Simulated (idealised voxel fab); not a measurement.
process module | voxel transistor to metal
cross-section cut | 175 nm wide | cells 5 nm
A cross-section is a grid of square cells, given in bands from the top down. A band is one or more rows of cells.
Each band's line starts with the height of the band's top and of its bottom, in nm. Then come its materials from left to right, each with its width in nm. One material with "throughout" fills the band from edge to edge. "air" is empty space.
Height 0 is the level under which the wafer as received is all one material. The lowest band goes on downwards, as in "0 down".
A width such as "30 to 40" changes by the same amount from each row of cells to the next, from the band's top row to its bottom row.
"no change" after a step means that no cell of the cross-section changed.
closed voids: empty space of 8 cells or more with no open way to the top, each as width x height at its distance from the left edge, in nm
after a step's settings: what the simulator itself notes on the step
overlay nm, on a step with a mask: how far to the right of its planned place the mask lay; to the left if negative
plan
1 op RECEIVE | material Si
2 op OXIDIZE | depth nm 5
3 op CONFORMAL_DEP | material SiN | thk nm 10
4 op PATTERN | tone cover | mask id ACTIVE | material resist | width nm 105 | thk nm 20 | overlay nm 0
5 op DIRECTIONAL_ETCH | etch materials SiN | depth nm 10
6 op DIRECTIONAL_ETCH | etch materials SiO2 | depth nm 5
7 op DIRECTIONAL_ETCH | etch materials Si | depth nm 25
8 op STRIP | etch materials resist
9 op OXIDIZE | depth nm 5
10 op FILL_DEP | material SiO2 | thk nm 15
11 op CMP | height nm 10
12 op SELECTIVE_ETCH | etch materials SiO2 | depth nm 5
13 op STRIP | etch materials SiN
14 op SELECTIVE_ETCH | etch materials SiO2 | depth nm 5
15 op OXIDIZE | depth nm 5
16 op DIRECTIONAL_DEP | material polySi | thk nm 20
17 op DIRECTIONAL_DEP | material SiCN | thk nm 10
18 op MASKED_ETCH | tone cover | mask id GATE | width nm 25 | etch materials SiCN | depth nm 20 | overlay nm 0
19 op MASKED_ETCH | tone cover | mask id GATE | width nm 25 | etch materials polySi | depth nm 30 | overlay nm 0
20 op CONFORMAL_DEP | material SiO2 | thk nm 5
21 op DIRECTIONAL_ETCH | etch materials SiO2 | depth nm 5
22 op CONFORMAL_DEP | material SiN | thk nm 10
23 op DIRECTIONAL_ETCH | etch materials SiN | depth nm 10
24 op DIRECTIONAL_ETCH | etch materials SiO2 | depth nm 5
25 op DIRECTIONAL_ETCH | etch materials Si | depth nm 15
26 op EPI | material nSi | thk nm 15
27 op FILL_DEP | material SiO2 | thk nm 5
28 op CMP | height nm 15
29 op STRIP | etch materials polySi
30 op SELECTIVE_ETCH | etch materials SiO2 | depth nm 5
31 op CONFORMAL_DEP | material HfO2 | thk nm 5
32 op CONFORMAL_DEP | material TiN | thk nm 5
33 op FILL_DEP | material W | thk nm 10
34 op CMP | height nm 10
35 op DIRECTIONAL_DEP | material SiO2 | thk nm 15
36 op DIRECTIONAL_DEP | material aC | thk nm 10
37 op PATTERN | tone open | mask id CONTACT | material resist | width nm 20 | pitch nm 75 | thk nm 30 | overlay nm 0
38 op DIRECTIONAL_ETCH | etch materials aC | depth nm 10
39 op STRIP | etch materials resist
40 op DIRECTIONAL_ETCH | etch materials SiO2 | depth nm 20
41 op STRIP | etch materials aC
42 op CONFORMAL_DEP | material TiN | thk nm 5
43 op FILL_DEP | material W | thk nm 10
44 op CMP | height nm 25
45 op DIRECTIONAL_DEP | material TiN | thk nm 5
46 op DIRECTIONAL_DEP | material W | thk nm 15
47 op PATTERN | tone cover | mask id METAL_1 | material resist | width nm 20 | pitch nm 75 | thk nm 20 | overlay nm -15
48 op DIRECTIONAL_ETCH | etch materials W | depth nm 15
49 op DIRECTIONAL_ETCH | etch materials TiN | depth nm 5
50 op STRIP | etch materials resist
51 op FILL_DEP | material SiO2 | thk nm 10
52 op CMP | height nm 45
53 op CONFORMAL_DEP | material SiCN | thk nm 5
54 op DIRECTIONAL_DEP | material SiO2 | thk nm 25
55 op MASKED_ETCH | tone open | mask id METAL_2 | width nm 20 | pitch nm 75 | etch materials SiO2 | depth nm 15 | overlay nm 0
56 op MASKED_ETCH | tone open | mask id METAL_2_HOLES | width nm 15 | pitch nm 75 | etch materials SiO2 | depth nm 10 | overlay nm 0
57 op MASKED_ETCH | tone open | mask id METAL_2_HOLES | width nm 15 | pitch nm 75 | etch materials SiCN | depth nm 5 | overlay nm 0
58 op CONFORMAL_DEP | material TiN | thk nm 5
59 op FILL_DEP | material Cu | thk nm 5
60 op CMP | height nm 75
61 op CONFORMAL_DEP | material SiN | thk nm 5
varied across the wafers: overlay nm of step 47. The plan shows the first wafer's value. All wafers start alike
first wafer as received, after step 1
  0 down: Si throughout
  closed voids: none
first wafer at the end, after step 61
  80 to 75: SiN throughout
  75 to 65: SiO2 40 | TiN 5 | Cu 10 | TiN 5 | SiO2 55 | TiN 5 | Cu 10 | TiN 5 | SiO2 40
  65 to 60: SiO2 40 | TiN 5 | Cu 5 | TiN 10 | SiO2 55 | TiN 5 | Cu 5 | TiN 10 | SiO2 40
  60 to 50: SiO2 40 | TiN 5 | Cu 5 | TiN 5 | SiO2 60 | TiN 5 | Cu 5 | TiN 5 | SiO2 45
  50 to 45: SiCN 40 | TiN 15 | SiCN 60 | TiN 15 | SiCN 45
  45 to 30: SiO2 25 | W 20 | SiO2 55 | W 20 | SiO2 55
  30 to 25: SiO2 25 | TiN 20 | SiO2 55 | TiN 20 | SiO2 55
  25 to 10: SiO2 40 | TiN 5 | W 10 | TiN 5 | SiO2 55 | TiN 5 | W 10 | TiN 5 | SiO2 40
  10 to 5: SiO2 40 | TiN 20 | SiN 10 | HfO2 5 | TiN 5 | W 15 | TiN 5 | HfO2 5 | SiN 10 | TiN 20 | SiO2 40
  5 to 0: SiO2 40 | nSi 20 | SiN 10 | HfO2 5 | TiN 5 | W 15 | TiN 5 | HfO2 5 | SiN 10 | nSi 20 | SiO2 40
  0 to -5: SiO2 35 | SiN 10 | nSi 15 | SiN 10 | HfO2 5 | TiN 25 | HfO2 5 | SiN 10 | nSi 15 | SiN 10 | SiO2 35
  -5 to -10: SiO2 45 | nSi 15 | SiO2 10 | HfO2 35 | SiO2 10 | nSi 15 | SiO2 45
  -10 to -25: SiO2 40 | Si 5 | nSi 15 | Si 55 | nSi 15 | Si 5 | SiO2 40
  -25 to -35: SiO2 40 | Si 95 | SiO2 40
  -35 down: Si throughout
  closed voids: none
last wafer at the end
  80 to 75: SiN throughout
  75 to 65: SiO2 40 | TiN 5 | Cu 10 | TiN 5 | SiO2 55 | TiN 5 | Cu 10 | TiN 5 | SiO2 40
  65 to 60: SiO2 40 | TiN 5 | Cu 5 | TiN 10 | SiO2 55 | TiN 5 | Cu 5 | TiN 10 | SiO2 40
  60 to 50: SiO2 40 | TiN 5 | Cu 5 | TiN 5 | SiO2 60 | TiN 5 | Cu 5 | TiN 5 | SiO2 45
  50 to 45: SiCN 40 | TiN 15 | SiCN 60 | TiN 15 | SiCN 45
  45 to 30: SiO2 55 | W 20 | SiO2 55 | W 20 | SiO2 25
  30 to 25: SiO2 55 | TiN 20 | SiO2 55 | TiN 20 | SiO2 25
  25 to 10: SiO2 40 | TiN 5 | W 10 | TiN 5 | SiO2 55 | TiN 5 | W 10 | TiN 5 | SiO2 40
  10 to 5: SiO2 40 | TiN 20 | SiN 10 | HfO2 5 | TiN 5 | W 15 | TiN 5 | HfO2 5 | SiN 10 | TiN 20 | SiO2 40
  5 to 0: SiO2 40 | nSi 20 | SiN 10 | HfO2 5 | TiN 5 | W 15 | TiN 5 | HfO2 5 | SiN 10 | nSi 20 | SiO2 40
  0 to -5: SiO2 35 | SiN 10 | nSi 15 | SiN 10 | HfO2 5 | TiN 25 | HfO2 5 | SiN 10 | nSi 15 | SiN 10 | SiO2 35
  -5 to -10: SiO2 45 | nSi 15 | SiO2 10 | HfO2 35 | SiO2 10 | nSi 15 | SiO2 45
  -10 to -25: SiO2 40 | Si 5 | nSi 15 | Si 55 | nSi 15 | Si 5 | SiO2 40
  -25 to -35: SiO2 40 | Si 95 | SiO2 40
  -35 down: Si throughout
  closed voids: none
each wafer at the end: cells of each material gained (+) or lost (-) since it was received, then its closed voids
overlay nm -15 | +14 Cu | +13 HfO2 | -168 Si | +29 SiCN | +51 SiN | +476 SiO2 | +65 TiN | +42 W | +38 nSi | closed voids: none
overlay nm -10 | +14 Cu | +13 HfO2 | -168 Si | +29 SiCN | +51 SiN | +476 SiO2 | +65 TiN | +42 W | +38 nSi | closed voids: none
overlay nm -5 | +14 Cu | +13 HfO2 | -168 Si | +29 SiCN | +51 SiN | +476 SiO2 | +65 TiN | +42 W | +38 nSi | closed voids: none
overlay nm 0 | +14 Cu | +13 HfO2 | -168 Si | +29 SiCN | +51 SiN | +476 SiO2 | +65 TiN | +42 W | +38 nSi | closed voids: none
overlay nm 5 | +14 Cu | +13 HfO2 | -168 Si | +29 SiCN | +51 SiN | +476 SiO2 | +65 TiN | +42 W | +38 nSi | closed voids: none
overlay nm 10 | +14 Cu | +13 HfO2 | -168 Si | +29 SiCN | +51 SiN | +476 SiO2 | +65 TiN | +42 W | +38 nSi | closed voids: none
overlay nm 15 | +14 Cu | +13 HfO2 | -168 Si | +29 SiCN | +51 SiN | +476 SiO2 | +65 TiN | +42 W | +38 nSi | closed voids: none
